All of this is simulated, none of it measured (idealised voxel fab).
Name of the process module below: voxel self aligned contacts
Cross-section cut spans 225 nm and uses square cells 5 nm in size.
Square cells in a grid make up a cross-section in this document, and the grid is given as bands, listed from the top down, each one or more rows of cells.
Read a band's entry like this: the first values are the height of its top and the height of its bottom in nm, and what follows is the sequence of materials from left to right, each with its width in nm. Note that "air" is empty space, and that a single material marked "everywhere" reaches across the band from edge to edge.
Counting heights begins at 0, where everything beneath is, in the wafer as received, one material. The lowest band has no bottom; it goes on downwards, as "0 -> down" shows.
Width: "30 to 40" (first number = top row, second number = bottom row, same change from row to row of cells).
Where a step carries "no change", the cross-section came out of it unchanged, cell for cell.
Reported under the label "Listed closed voids" are the empty spaces having no open way to the top and comprising 8 cells or more; the notation for each is width x height at distance, in which the distance is measured from the left edge and all three values are in nm.
Anything after a step's settings on that line? It's the simulator's own note about the step.
The line of a step may include "overlay nm". On a step with a mask, this value is how far to the right of its planned place the mask lay. A negative value means the mask lay to the left.
This section lists the process steps that were planned:
step 1: RECEIVE,material Si
step 2: OXIDIZE,depth nm 5
step 3: DIRECTIONAL_DEP,material polySi,thk nm 30
step 4: DIRECTIONAL_DEP,material SiN,thk nm 15
step 5: MASKED_ETCH,tone cover,mask id GATE,width nm 30,pitch nm 55,etch materials SiN,depth nm 15,overlay nm 0
step 6: MASKED_ETCH,tone cover,mask id GATE,width nm 30,pitch nm 55,etch materials polySi,depth nm 30,overlay nm 0
step 7: CONFORMAL_DEP,material SiN,thk nm 5
step 8: DIRECTIONAL_ETCH,etch materials SiN,depth nm 5
step 9: FILL_DEP,material SiO2,thk nm 20
step 10: CMP,height nm 55
step 11: MASKED_ETCH,tone open,mask id CONTACT,width nm 35,pitch nm 55,etch materials SiO2,depth nm 60,overlay nm 0
step 12: CONFORMAL_DEP,material TiN,thk nm 5
step 13: FILL_DEP,material W,thk nm 10
step 14: CMP,height nm 55
step 15: CONFORMAL_DEP,material SiN,thk nm 5
Cross-section: wafer on arrival = after step 1:
> 0 -> down = Si everywhere
> Listed closed voids: none
The module was run from the start shown above using the plan shown above, but one mistake was made doing it; the resulting wafer cross-section is below:
> 60 -> 55 = SiN everywhere
> 55 -> 45 = SiO2 65 nm  TiN 5 to 15 nm  W 25 to 5 nm  TiN 5 to 15 nm  SiO2 20 nm  TiN 5 to 15 nm  W 25 to 5 nm  TiN 5 to 15 nm  SiO2 70 nm
> 45 -> 30 = SiO2 35 nm  SiN 40 nm  TiN 5 nm  W 5 nm  TiN 5 nm  SiN 40 nm  TiN 5 nm  W 5 nm  TiN 5 nm  SiN 40 nm  SiO2 40 nm
> 30 -> 0 = SiO2 35 nm  SiN 5 nm  polySi 30 nm  SiN 5 nm  TiN 5 nm  W 5 nm  TiN 5 nm  SiN 5 nm  polySi 30 nm  SiN 5 nm  TiN 5 nm  W 5 nm  TiN 5 nm  SiN 5 nm  polySi 30 nm  SiN 5 nm  SiO2 40 nm
> 0 -> -5 = SiO2 75 nm  TiN 15 nm  SiO2 40 nm  TiN 15 nm  SiO2 80 nm
> -5 -> -15 = SiO2 everywhere
> -15 -> down = Si everywhere
> Listed closed voids: none
What was done differently from what was planned? step 2: run off-plan, actual operation and settings OXIDIZE,depth nm 15
